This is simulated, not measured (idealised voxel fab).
Process module heading - voxel transistor to metal
The cross-section on display is named cut; it measures 280 nm wide, and its cells are 5 nm squares.
We lay out every cross-section as a grid of square cells and spell it out in bands from the top down, where one band means one or more rows of cells. Read a band's entry like this: the first values are the height of its top and the height of its bottom in nm, and what follows is the sequence of materials from left to right, each with its width in nm. Note that "blank" is empty space, and that a single material marked "full width" reaches across the band from edge to edge. Zero point of the height axis is 0; under it, received wafer = one material. Lowest band: continues down indefinitely, "top 0, no bottom". When a width is written as two numbers, as in "30 to 40", the first number is the width in the top row of cells of the band and the second is the width in its bottom row, and the width changes by the same amount from each row to the next. Where a step carries "same as before", the cross-section came out of it unchanged, cell for cell. Entry "Listed closed voids". Content: empty spaces with no open connection to the top, size 8 cells or greater. Each: width x height at distance. Distance: from left edge. Unit: nm. Formally, on a step line, whatever follows the settings is a remark that the simulator itself makes on the step. overlay nm: on a step with a mask, how far right of its planned place the mask lay; negative means left.
-- Set out below are the planned steps of the process
- 1: RECEIVE: material Si
- 2: OXIDIZE: depth nm 5
- 3: CONFORMAL_DEP: material SiN, thk nm 15
- 4: DIRECTIONAL_DEP: material aC, thk nm 10
- 5: PATTERN: tone cover, mask id ACTIVE, material resist, width nm 100, pitch nm 125, thk nm 30, overlay nm 0
- 6: DIRECTIONAL_ETCH: etch materials aC, depth nm 10
- 7: STRIP: etch materials resist
- 8: DIRECTIONAL_ETCH: etch materials SiN, depth nm 15
- 9: DIRECTIONAL_ETCH: etch materials SiO2, depth nm 5
- 10: DIRECTIONAL_ETCH: etch materials Si, depth nm 35
- 11: STRIP: etch materials aC
- 12: OXIDIZE: depth nm 5
- 13: FILL_DEP: material SiO2, thk nm 5
- 14: CMP: height nm 15
- 15: SELECTIVE_ETCH: etch materials SiO2, depth nm 15
- 16: STRIP: etch materials SiN
- 17: SELECTIVE_ETCH: etch materials SiO2, depth nm 5
- 18: OXIDIZE: depth nm 5
- 19: DIRECTIONAL_DEP: material polySi, thk nm 20
- 20: DIRECTIONAL_DEP: material SiCN, thk nm 15
- 21: DIRECTIONAL_DEP: material aC, thk nm 10
- 22: PATTERN: tone cover, mask id GATE, material resist, width nm 20, pitch nm 125, thk nm 30, overlay nm 0
- 23: DIRECTIONAL_ETCH: etch materials aC, depth nm 10
- 24: STRIP: etch materials resist
- 25: DIRECTIONAL_ETCH: etch materials SiCN, depth nm 25
- 26: DIRECTIONAL_ETCH: etch materials polySi, depth nm 30
- 27: STRIP: etch materials aC
- 28: CONFORMAL_DEP: material SiO2, thk nm 5
- 29: DIRECTIONAL_ETCH: etch materials SiO2, depth nm 5
- 30: CONFORMAL_DEP: material SiN, thk nm 10
- 31: DIRECTIONAL_ETCH: etch materials SiN, depth nm 10
- 32: DIRECTIONAL_ETCH: etch materials SiO2, depth nm 5
- 33: DIRECTIONAL_ETCH: etch materials Si, depth nm 5
- 34: EPI: material SiGe, thk nm 10
- 35: FILL_DEP: material SiO2, thk nm 10
- 36: CMP: height nm 30
- 37: DIRECTIONAL_DEP: material SiO2, thk nm 15
- 38: DIRECTIONAL_DEP: material aC, thk nm 15
- 39: PATTERN: tone open, mask id CONTACT, material resist, width nm 25, thk nm 35, overlay nm 0
- 40: DIRECTIONAL_ETCH: etch materials aC, depth nm 15
- 41: STRIP: etch materials resist
- 42: DIRECTIONAL_ETCH: etch materials SiO2, depth nm 50
- 43: STRIP: etch materials aC
- 44: CONFORMAL_DEP: material TiN, thk nm 5
- 45: FILL_DEP: material Ru, thk nm 10
- 46: CMP: height nm 45
- 47: DIRECTIONAL_DEP: material TiN, thk nm 5
- 48: DIRECTIONAL_DEP: material Ru, thk nm 15
- 49: DIRECTIONAL_DEP: material aC, thk nm 10
- 50: PATTERN: tone cover, mask id METAL_1, material resist, width nm 15, thk nm 25, overlay nm 0
- 51: DIRECTIONAL_ETCH: etch materials aC, depth nm 10
- 52: STRIP: etch materials resist
- 53: DIRECTIONAL_ETCH: etch materials Ru, depth nm 15
- 54: DIRECTIONAL_ETCH: etch materials TiN, depth nm 5
- 55: STRIP: etch materials aC
- 56: CONFORMAL_DEP: material SiCN, thk nm 5
- 57: FILL_DEP: material lowk, thk nm 10
- 58: CMP: height nm 65
- 59: CONFORMAL_DEP: material SiN, thk nm 5
-- Concerning the first of two wafers, which was run in accordance with the plan
-- Cross-section of the incoming wafer, state after step 1
	top 0, no bottom: Si full width
	Listed closed voids: none
-- Cross-section: wafer state after step 2
	top 0, bottom -5: SiO2 full width
	Nothing below the height -5 has changed.
-- Cross-section: wafer state after step 3
	top 15, bottom 0: SiN full width
	Nothing below the height 0 has changed.
-- Cross-section: wafer state after step 4
	top 25, bottom 15: aC full width
	Nothing below the height 15 has changed.
-- Cross-section: wafer state after step 5
	top 55, bottom 25: blank=25  resist=100  blank=25  resist=100  blank=30
	Nothing below the height 25 has changed.
-- Cross-section: wafer state after step 6
	top 45, bottom 25: blank=25  resist=100  blank=25  resist=100  blank=30
	top 25, bottom 15: blank=25  aC=100  blank=25  aC=100  blank=30
	Nothing below the height 15 has changed.
-- Cross-section: wafer state after step 7
	top 25, bottom 15: blank=25  aC=100  blank=25  aC=100  blank=30
	Nothing below the height 15 has changed.
-- Cross-section: wafer state after step 8
	top 25, bottom 15: blank=25  aC=100  blank=25  aC=100  blank=30
	top 15, bottom 0: blank=25  SiN=100  blank=25  SiN=100  blank=30
	Nothing below the height 0 has changed.
-- Cross-section: wafer state after step 9
	top 25, bottom 15: blank=25  aC=100  blank=25  aC=100  blank=30
	top 15, bottom 0: blank=25  SiN=100  blank=25  SiN=100  blank=30
	top 0, bottom -5: blank=25  SiO2=100  blank=25  SiO2=100  blank=30
	Nothing below the height -5 has changed.
-- Cross-section: wafer state after step 10
	top 25, bottom 15: blank=25  aC=100  blank=25  aC=100  blank=30
	top 15, bottom 0: blank=25  SiN=100  blank=25  SiN=100  blank=30
	top 0, bottom -5: blank=25  SiO2=100  blank=25  SiO2=100  blank=30
	top -5, bottom -40: blank=25  Si=100  blank=25  Si=100  blank=30
	Nothing below the height -40 has changed.
-- Cross-section: wafer state after step 11
	top 15, bottom 0: blank=25  SiN=100  blank=25  SiN=100  blank=30
	Nothing below the height 0 has changed.
-- Cross-section: wafer state after step 12
	top 15, bottom 0: blank=25  SiN=100  blank=25  SiN=100  blank=30
	top 0, bottom -5: blank=25  SiO2=100  blank=25  SiO2=100  blank=30
	top -5, bottom -40: blank=25  SiO2=5  Si=90  SiO2=5  blank=25  SiO2=5  Si=90  SiO2=5  blank=30
	top -40, bottom -45: SiO2=30  Si=90  SiO2=35  Si=90  SiO2=35
	Nothing below the height -45 has changed.
-- Cross-section: wafer state after step 13
	top 20, bottom 15: SiO2 full width
	top 15, bottom 0: SiO2=25  SiN=100  SiO2=25  SiN=100  SiO2=30
	top 0, bottom -5: SiO2 full width
	top -5, bottom -45: SiO2=30  Si=90  SiO2=35  Si=90  SiO2=35
	Nothing below the height -45 has changed.
-- Cross-section: wafer state after step 14
	top 15, bottom 0: SiO2=25  SiN=100  SiO2=25  SiN=100  SiO2=30
	Nothing below the height 0 has changed.
-- Cross-section: wafer state after step 15
	top 15, bottom 0: blank=25  SiN=100  blank=25  SiN=100  blank=30
	Nothing below the height 0 has changed.
-- Cross-section: wafer state after step 16
	top 0, bottom -5: SiO2 full width
	Nothing below the height -5 has changed.
-- Cross-section: wafer state after step 17
	top -5, bottom -45: SiO2=30  Si=90  SiO2=35  Si=90  SiO2=35
	Nothing below the height -45 has changed.
-- Cross-section: wafer state after step 18
	top -5, bottom -10: SiO2 full width
	Nothing below the height -10 has changed.
-- Cross-section: wafer state after step 19
	top 15, bottom -5: polySi full width
	Nothing below the height -5 has changed.
-- Cross-section: wafer state after step 20
	top 30, bottom 15: SiCN full width
	Nothing below the height 15 has changed.
-- Cross-section: wafer state after step 21
	top 40, bottom 30: aC full width
	Nothing below the height 30 has changed.
-- Cross-section: wafer state after step 22
	top 70, bottom 40: blank=65  resist=20  blank=105  resist=20  blank=70
	Nothing below the height 40 has changed.
-- Cross-section: wafer state after step 23
	top 60, bottom 40: blank=65  resist=20  blank=105  resist=20  blank=70
	top 40, bottom 30: blank=65  aC=20  blank=105  aC=20  blank=70
	Nothing below the height 30 has changed.
-- Cross-section: wafer state after step 24
	top 40, bottom 30: blank=65  aC=20  blank=105  aC=20  blank=70
	Nothing below the height 30 has changed.
-- Cross-section: wafer state after step 25
	top 40, bottom 30: blank=65  aC=20  blank=105  aC=20  blank=70
	top 30, bottom 15: blank=65  SiCN=20  blank=105  SiCN=20  blank=70
	Nothing below the height 15 has changed.
-- Cross-section: wafer state after step 26
	top 40, bottom 30: blank=65  aC=20  blank=105  aC=20  blank=70
	top 30, bottom 15: blank=65  SiCN=20  blank=105  SiCN=20  blank=70
	top 15, bottom -5: blank=65  polySi=20  blank=105  polySi=20  blank=70
	Nothing below the height -5 has changed.
-- Cross-section: wafer state after step 27
	top 30, bottom 15: blank=65  SiCN=20  blank=105  SiCN=20  blank=70
	Nothing below the height 15 has changed.
-- Cross-section: wafer state after step 28
	top 35, bottom 30: blank=60  SiO2=30  blank=95  SiO2=30  blank=65
	top 30, bottom 15: blank=60  SiO2=5  SiCN=20  SiO2=5  blank=95  SiO2=5  SiCN=20  SiO2=5  blank=65
	top 15, bottom 0: blank=60  SiO2=5  polySi=20  SiO2=5  blank=95  SiO2=5  polySi=20  SiO2=5  blank=65
	top 0, bottom -5: SiO2=65  polySi=20  SiO2=105  polySi=20  SiO2=70
	Nothing below the height -5 has changed.
-- Cross-section: wafer state after step 29
	top 30, bottom 15: blank=60  SiO2=5  SiCN=20  SiO2=5  blank=95  SiO2=5  SiCN=20  SiO2=5  blank=65
	top 15, bottom -5: blank=60  SiO2=5  polySi=20  SiO2=5  blank=95  SiO2=5  polySi=20  SiO2=5  blank=65
	Nothing below the height -5 has changed.
-- Cross-section: wafer state after step 30
	top 40, bottom 30: blank=50  SiN=50  blank=75  SiN=50  blank=55
	top 30, bottom 15: blank=50  SiN=10  SiO2=5  SiCN=20  SiO2=5  SiN=10  blank=75  SiN=10  SiO2=5  SiCN=20  SiO2=5  SiN=10  blank=55
	top 15, bottom 5: blank=50  SiN=10  SiO2=5  polySi=20  SiO2=5  SiN=10  blank=75  SiN=10  SiO2=5  polySi=20  SiO2=5  SiN=10  blank=55
	top 5, bottom -5: SiN=60  SiO2=5  polySi=20  SiO2=5  SiN=95  SiO2=5  polySi=20  SiO2=5  SiN=65
	Nothing below the height -5 has changed.
-- Cross-section: wafer state after step 31
	top 30, bottom 15: blank=50  SiN=10  SiO2=5  SiCN=20  SiO2=5  SiN=10  blank=75  SiN=10  SiO2=5  SiCN=20  SiO2=5  SiN=10  blank=55
	top 15, bottom -5: blank=50  SiN=10  SiO2=5  polySi=20  SiO2=5  SiN=10  blank=75  SiN=10  SiO2=5  polySi=20  SiO2=5  SiN=10  blank=55
	Nothing below the height -5 has changed.
-- Cross-section: wafer state after step 32
	top 30, bottom 25: blank=50  SiN=10  blank=5  SiCN=20  blank=5  SiN=10  blank=75  SiN=10  blank=5  SiCN=20  blank=5  SiN=10  blank=55
	top 25, bottom 15: blank=50  SiN=10  SiO2=5  SiCN=20  SiO2=5  SiN=10  blank=75  SiN=10  SiO2=5  SiCN=20  SiO2=5  SiN=10  blank=55
	top 15, bottom -5: blank=50  SiN=10  SiO2=5  polySi=20  SiO2=5  SiN=10  blank=75  SiN=10  SiO2=5  polySi=20  SiO2=5  SiN=10  blank=55
	top -5, bottom -10: blank=50  SiO2=50  blank=75  SiO2=50  blank=55
	Nothing below the height -10 has changed.
-- Cross-section: wafer state after step 33
	top 30, bottom 25: blank=50  SiN=10  blank=5  SiCN=20  blank=5  SiN=10  blank=75  SiN=10  blank=5  SiCN=20  blank=5  SiN=10  blank=55
	top 25, bottom 15: blank=50  SiN=10  SiO2=5  SiCN=20  SiO2=5  SiN=10  blank=75  SiN=10  SiO2=5  SiCN=20  SiO2=5  SiN=10  blank=55
	top 15, bottom -5: blank=50  SiN=10  SiO2=5  polySi=20  SiO2=5  SiN=10  blank=75  SiN=10  SiO2=5  polySi=20  SiO2=5  SiN=10  blank=55
	top -5, bottom -10: blank=50  SiO2=50  blank=75  SiO2=50  blank=55
	top -10, bottom -15: SiO2=30  blank=20  Si=50  blank=20  SiO2=35  blank=20  Si=50  blank=20  SiO2=35
	Nothing below the height -15 has changed.
-- Cross-section: wafer state after step 34
	top 30, bottom 25: blank=50  SiN=10  blank=5  SiCN=20  blank=5  SiN=10  blank=75  SiN=10  blank=5  SiCN=20  blank=5  SiN=10  blank=55
	top 25, bottom 15: blank=50  SiN=10  SiO2=5  SiCN=20  SiO2=5  SiN=10  blank=75  SiN=10  SiO2=5  SiCN=20  SiO2=5  SiN=10  blank=55
	top 15, bottom 0: blank=50  SiN=10  SiO2=5  polySi=20  SiO2=5  SiN=10  blank=75  SiN=10  SiO2=5  polySi=20  SiO2=5  SiN=10  blank=55
	top 0, bottom -5: blank=40  SiGe=10  SiN=10  SiO2=5  polySi=20  SiO2=5  SiN=10  SiGe=10  blank=55  SiGe=10  SiN=10  SiO2=5  polySi=20  SiO2=5  SiN=10  SiGe=10  blank=45
	top -5, bottom -10: blank=25  SiGe=25  SiO2=50  SiGe=25  blank=25  SiGe=25  SiO2=50  SiGe=25  blank=30
	top -10, bottom -15: SiO2=30  SiGe=20  Si=50  SiGe=20  SiO2=35  SiGe=20  Si=50  SiGe=20  SiO2=35
	Nothing below the height -15 has changed.
-- Cross-section: wafer state after step 35
	top 40, bottom 30: SiO2 full width
	top 30, bottom 15: SiO2=50  SiN=10  SiO2=5  SiCN=20  SiO2=5  SiN=10  SiO2=75  SiN=10  SiO2=5  SiCN=20  SiO2=5  SiN=10  SiO2=55
	top 15, bottom 0: SiO2=50  SiN=10  SiO2=5  polySi=20  SiO2=5  SiN=10  SiO2=75  SiN=10  SiO2=5  polySi=20  SiO2=5  SiN=10  SiO2=55
	top 0, bottom -5: SiO2=40  SiGe=10  SiN=10  SiO2=5  polySi=20  SiO2=5  SiN=10  SiGe=10  SiO2=55  SiGe=10  SiN=10  SiO2=5  polySi=20  SiO2=5  SiN=10  SiGe=10  SiO2=45
	top -5, bottom -10: SiO2=25  SiGe=25  SiO2=50  SiGe=25  SiO2=25  SiGe=25  SiO2=50  SiGe=25  SiO2=30
	Nothing below the height -10 has changed.
-- Cross-section: wafer state after step 36
	top 30, bottom 15: SiO2=50  SiN=10  SiO2=5  SiCN=20  SiO2=5  SiN=10  SiO2=75  SiN=10  SiO2=5  SiCN=20  SiO2=5  SiN=10  SiO2=55
	Nothing below the height 15 has changed.
-- Cross-section: wafer state after step 37
	top 45, bottom 30: SiO2 full width
	Nothing below the height 30 has changed.
-- Cross-section: wafer state after step 38
	top 60, bottom 45: aC full width
	Nothing below the height 45 has changed.
-- Cross-section: wafer state after step 39
	top 95, bottom 60: resist=35  blank=25  resist=30  blank=25  resist=45  blank=25  resist=30  blank=25  resist=40
	Nothing below the height 60 has changed.
-- Cross-section: wafer state after step 40
	top 80, bottom 60: resist=35  blank=25  resist=30  blank=25  resist=45  blank=25  resist=30  blank=25  resist=40
	top 60, bottom 45: aC=35  blank=25  aC=30  blank=25  aC=45  blank=25  aC=30  blank=25  aC=40
	Nothing below the height 45 has changed.
-- Cross-section: wafer state after step 41
	top 60, bottom 45: aC=35  blank=25  aC=30  blank=25  aC=45  blank=25  aC=30  blank=25  aC=40
	Nothing below the height 45 has changed.
-- Cross-section: wafer state after step 42
	top 60, bottom 45: aC=35  blank=25  aC=30  blank=25  aC=45  blank=25  aC=30  blank=25  aC=40
	top 45, bottom 30: SiO2=35  blank=25  SiO2=30  blank=25  SiO2=45  blank=25  SiO2=30  blank=25  SiO2=40
	top 30, bottom 15: SiO2=35  blank=15  SiN=10  SiO2=5  SiCN=20  SiO2=5  SiN=10  blank=15  SiO2=45  blank=15  SiN=10  SiO2=5  SiCN=20  SiO2=5  SiN=10  blank=15  SiO2=40
	top 15, bottom 0: SiO2=35  blank=15  SiN=10  SiO2=5  polySi=20  SiO2=5  SiN=10  blank=15  SiO2=45  blank=15  SiN=10  SiO2=5  polySi=20  SiO2=5  SiN=10  blank=15  SiO2=40
	top 0, bottom -5: SiO2=35  blank=5  SiGe=10  SiN=10  SiO2=5  polySi=20  SiO2=5  SiN=10  SiGe=10  blank=5  SiO2=45  blank=5  SiGe=10  SiN=10  SiO2=5  polySi=20  SiO2=5  SiN=10  SiGe=10  blank=5  SiO2=40
	Nothing below the height -5 has changed.
-- Cross-section: wafer state after step 43
	top 45, bottom 30: SiO2=35  blank=25  SiO2=30  blank=25  SiO2=45  blank=25  SiO2=30  blank=25  SiO2=40
	Nothing below the height 30 has changed.
-- Cross-section: wafer state after step 44
	top 50, bottom 45: TiN=40  blank=15  TiN=40  blank=15  TiN=55  blank=15  TiN=40  blank=15  TiN=45
	top 45, bottom 35: SiO2=35  TiN=5  blank=15  TiN=5  SiO2=30  TiN=5  blank=15  TiN=5  SiO2=45  TiN=5  blank=15  TiN=5  SiO2=30  TiN=5  blank=15  TiN=5  SiO2=40
	top 35, bottom 30: SiO2=35  TiN=5  blank=5  TiN=15  SiO2=30  TiN=15  blank=5  TiN=5  SiO2=45  TiN=5  blank=5  TiN=15  SiO2=30  TiN=15  blank=5  TiN=5  SiO2=40
	top 30, bottom 15: SiO2=35  TiN=5  blank=5  TiN=5  SiN=10  SiO2=5  SiCN=20  SiO2=5  SiN=10  TiN=5  blank=5  TiN=5  SiO2=45  TiN=5  blank=5  TiN=5  SiN=10  SiO2=5  SiCN=20  SiO2=5  SiN=10  TiN=5  blank=5  TiN=5  SiO2=40
	top 15, bottom 5: SiO2=35  TiN=5  blank=5  TiN=5  SiN=10  SiO2=5  polySi=20  SiO2=5  SiN=10  TiN=5  blank=5  TiN=5  SiO2=45  TiN=5  blank=5  TiN=5  SiN=10  SiO2=5  polySi=20  SiO2=5  SiN=10  TiN=5  blank=5  TiN=5  SiO2=40
	top 5, bottom 0: SiO2=35  TiN=15  SiN=10  SiO2=5  polySi=20  SiO2=5  SiN=10  TiN=15  SiO2=45  TiN=15  SiN=10  SiO2=5  polySi=20  SiO2=5  SiN=10  TiN=15  SiO2=40
	top 0, bottom -5: SiO2=35  TiN=5  SiGe=10  SiN=10  SiO2=5  polySi=20  SiO2=5  SiN=10  SiGe=10  TiN=5  SiO2=45  TiN=5  SiGe=10  SiN=10  SiO2=5  polySi=20  SiO2=5  SiN=10  SiGe=10  TiN=5  SiO2=40
	Nothing below the height -5 has changed.
-- Cross-section: wafer state after step 45
	top 60, bottom 50: Ru full width
	top 50, bottom 45: TiN=40  Ru=15  TiN=40  Ru=15  TiN=55  Ru=15  TiN=40  Ru=15  TiN=45
	top 45, bottom 35: SiO2=35  TiN=5  Ru=15  TiN=5  SiO2=30  TiN=5  Ru=15  TiN=5  SiO2=45  TiN=5  Ru=15  TiN=5  SiO2=30  TiN=5  Ru=15  TiN=5  SiO2=40
	top 35, bottom 30: SiO2=35  TiN=5  Ru=5  TiN=15  SiO2=30  TiN=15  Ru=5  TiN=5  SiO2=45  TiN=5  Ru=5  TiN=15  SiO2=30  TiN=15  Ru=5  TiN=5  SiO2=40
	top 30, bottom 15: SiO2=35  TiN=5  Ru=5  TiN=5  SiN=10  SiO2=5  SiCN=20  SiO2=5  SiN=10  TiN=5  Ru=5  TiN=5  SiO2=45  TiN=5  Ru=5  TiN=5  SiN=10  SiO2=5  SiCN=20  SiO2=5  SiN=10  TiN=5  Ru=5  TiN=5  SiO2=40
	top 15, bottom 5: SiO2=35  TiN=5  Ru=5  TiN=5  SiN=10  SiO2=5  polySi=20  SiO2=5  SiN=10  TiN=5  Ru=5  TiN=5  SiO2=45  TiN=5  Ru=5  TiN=5  SiN=10  SiO2=5  polySi=20  SiO2=5  SiN=10  TiN=5  Ru=5  TiN=5  SiO2=40
	Nothing below the height 5 has changed.
-- Cross-section: wafer state after step 46
	top 45, bottom 35: SiO2=35  TiN=5  Ru=15  TiN=5  SiO2=30  TiN=5  Ru=15  TiN=5  SiO2=45  TiN=5  Ru=15  TiN=5  SiO2=30  TiN=5  Ru=15  TiN=5  SiO2=40
	Nothing below the height 35 has changed.
-- Cross-section: wafer state after step 47
	top 50, bottom 45: TiN full width
	Nothing below the height 45 has changed.
-- Cross-section: wafer state after step 48
	top 65, bottom 50: Ru full width
	Nothing below the height 50 has changed.
-- Cross-section: wafer state after step 49
	top 75, bottom 65: aC full width
	Nothing below the height 65 has changed.
-- Cross-section: wafer state after step 50
	top 100, bottom 75: blank=35  resist=15  blank=50  resist=15  blank=45  resist=15  blank=50  resist=15  blank=40
	Nothing below the height 75 has changed.
-- Cross-section: wafer state after step 51
	top 90, bottom 75: blank=35  resist=15  blank=50  resist=15  blank=45  resist=15  blank=50  resist=15  blank=40
	top 75, bottom 65: blank=35  aC=15  blank=50  aC=15  blank=45  aC=15  blank=50  aC=15  blank=40
	Nothing below the height 65 has changed.
-- Cross-section: wafer state after step 52
	top 75, bottom 65: blank=35  aC=15  blank=50  aC=15  blank=45  aC=15  blank=50  aC=15  blank=40
	Nothing below the height 65 has changed.
-- Cross-section: wafer state after step 53
	top 75, bottom 65: blank=35  aC=15  blank=50  aC=15  blank=45  aC=15  blank=50  aC=15  blank=40
	top 65, bottom 50: blank=35  Ru=15  blank=50  Ru=15  blank=45  Ru=15  blank=50  Ru=15  blank=40
	Nothing below the height 50 has changed.
-- Cross-section: wafer state after step 54
	top 75, bottom 65: blank=35  aC=15  blank=50  aC=15  blank=45  aC=15  blank=50  aC=15  blank=40
	top 65, bottom 50: blank=35  Ru=15  blank=50  Ru=15  blank=45  Ru=15  blank=50  Ru=15  blank=40
	top 50, bottom 45: blank=35  TiN=15  blank=50  TiN=15  blank=45  TiN=15  blank=50  TiN=15  blank=40
	Nothing below the height 45 has changed.
-- Cross-section: wafer state after step 55
	top 65, bottom 50: blank=35  Ru=15  blank=50  Ru=15  blank=45  Ru=15  blank=50  Ru=15  blank=40
	Nothing below the height 50 has changed.
-- Cross-section: wafer state after step 56
	top 70, bottom 65: blank=30  SiCN=25  blank=40  SiCN=25  blank=35  SiCN=25  blank=40  SiCN=25  blank=35
	top 65, bottom 50: blank=30  SiCN=5  Ru=15  SiCN=5  blank=40  SiCN=5  Ru=15  SiCN=5  blank=35  SiCN=5  Ru=15  SiCN=5  blank=40  SiCN=5  Ru=15  SiCN=5  blank=35
	top 50, bottom 45: SiCN=35  TiN=15  SiCN=50  TiN=15  SiCN=45  TiN=15  SiCN=50  TiN=15  SiCN=40
	Nothing below the height 45 has changed.
-- Cross-section: wafer state after step 57
	top 80, bottom 70: lowk full width
	top 70, bottom 65: lowk=30  SiCN=25  lowk=40  SiCN=25  lowk=35  SiCN=25  lowk=40  SiCN=25  lowk=35
	top 65, bottom 50: lowk=30  SiCN=5  Ru=15  SiCN=5  lowk=40  SiCN=5  Ru=15  SiCN=5  lowk=35  SiCN=5  Ru=15  SiCN=5  lowk=40  SiCN=5  Ru=15  SiCN=5  lowk=35
	Nothing below the height 50 has changed.
-- Cross-section: wafer state after step 58
	top 65, bottom 50: lowk=30  SiCN=5  Ru=15  SiCN=5  lowk=40  SiCN=5  Ru=15  SiCN=5  lowk=35  SiCN=5  Ru=15  SiCN=5  lowk=40  SiCN=5  Ru=15  SiCN=5  lowk=35
	Nothing below the height 50 has changed.
-- Cross-section: wafer state after step 59
	top 70, bottom 65: SiN full width
	Nothing below the height 65 has changed.
-- Wafer two of the pair: same origin, same plan, one error during the run; identical to wafer one up to and including step 46
-- Cross-section of the second wafer at the time by which step 47 should have been completed according to the plan
	top 50, bottom 45: SiCN full width
	Nothing below the height 45 has changed.
-- Cross-section of the second wafer at the time by which step 48 should have been completed according to the plan
	top 65, bottom 50: Ru full width
	Nothing below the height 50 has changed.
-- Cross-section of the second wafer at the time by which step 49 should have been completed according to the plan
	top 75, bottom 65: aC full width
	Nothing below the height 65 has changed.
-- Cross-section of the second wafer at the time by which step 50 should have been completed according to the plan
	top 100, bottom 75: blank=35  resist=15  blank=50  resist=15  blank=45  resist=15  blank=50  resist=15  blank=40
	Nothing below the height 75 has changed.
-- Cross-section of the second wafer at the time by which step 51 should have been completed according to the plan
	top 90, bottom 75: blank=35  resist=15  blank=50  resist=15  blank=45  resist=15  blank=50  resist=15  blank=40
	top 75, bottom 65: blank=35  aC=15  blank=50  aC=15  blank=45  aC=15  blank=50  aC=15  blank=40
	Nothing below the height 65 has changed.
-- Cross-section of the second wafer at the time by which step 52 should have been completed according to the plan
	top 75, bottom 65: blank=35  aC=15  blank=50  aC=15  blank=45  aC=15  blank=50  aC=15  blank=40
	Nothing below the height 65 has changed.
-- Cross-section of the second wafer at the time by which step 53 should have been completed according to the plan
	top 75, bottom 65: blank=35  aC=15  blank=50  aC=15  blank=45  aC=15  blank=50  aC=15  blank=40
	top 65, bottom 50: blank=35  Ru=15  blank=50  Ru=15  blank=45  Ru=15  blank=50  Ru=15  blank=40
	Nothing below the height 50 has changed.
Cross-section of the second wafer at the time by which step 54 should have been completed according to the plan: same as before
-- Cross-section of the second wafer at the time by which step 55 should have been completed according to the plan
	top 65, bottom 50: blank=35  Ru=15  blank=50  Ru=15  blank=45  Ru=15  blank=50  Ru=15  blank=40
	Nothing below the height 50 has changed.
-- Cross-section of the second wafer at the time by which step 56 should have been completed according to the plan
	top 70, bottom 65: blank=30  SiCN=25  blank=40  SiCN=25  blank=35  SiCN=25  blank=40  SiCN=25  blank=35
	top 65, bottom 55: blank=30  SiCN=5  Ru=15  SiCN=5  blank=40  SiCN=5  Ru=15  SiCN=5  blank=35  SiCN=5  Ru=15  SiCN=5  blank=40  SiCN=5  Ru=15  SiCN=5  blank=35
	top 55, bottom 50: SiCN=35  Ru=15  SiCN=50  Ru=15  SiCN=45  Ru=15  SiCN=50  Ru=15  SiCN=40
	Nothing below the height 50 has changed.
-- Cross-section of the second wafer at the time by which step 57 should have been completed according to the plan
	top 80, bottom 70: lowk full width
	top 70, bottom 65: lowk=30  SiCN=25  lowk=40  SiCN=25  lowk=35  SiCN=25  lowk=40  SiCN=25  lowk=35
	top 65, bottom 55: lowk=30  SiCN=5  Ru=15  SiCN=5  lowk=40  SiCN=5  Ru=15  SiCN=5  lowk=35  SiCN=5  Ru=15  SiCN=5  lowk=40  SiCN=5  Ru=15  SiCN=5  lowk=35
	Nothing below the height 55 has changed.
-- Cross-section of the second wafer at the time by which step 58 should have been completed according to the plan
	top 65, bottom 55: lowk=30  SiCN=5  Ru=15  SiCN=5  lowk=40  SiCN=5  Ru=15  SiCN=5  lowk=35  SiCN=5  Ru=15  SiCN=5  lowk=40  SiCN=5  Ru=15  SiCN=5  lowk=35
	Nothing below the height 55 has changed.
-- Cross-section of the second wafer at the time by which step 59 should have been completed according to the plan
	top 70, bottom 65: SiN full width
	Nothing below the height 65 has changed.
Processing error: note that step 47 departed from the planned setting and was carried out as DIRECTIONAL_DEP: material SiCN, thk nm 5
Counted in cells at the end, the second wafer holds more or fewer of these materials than the first: +48 SiCN | -12 TiN | -36 lowk
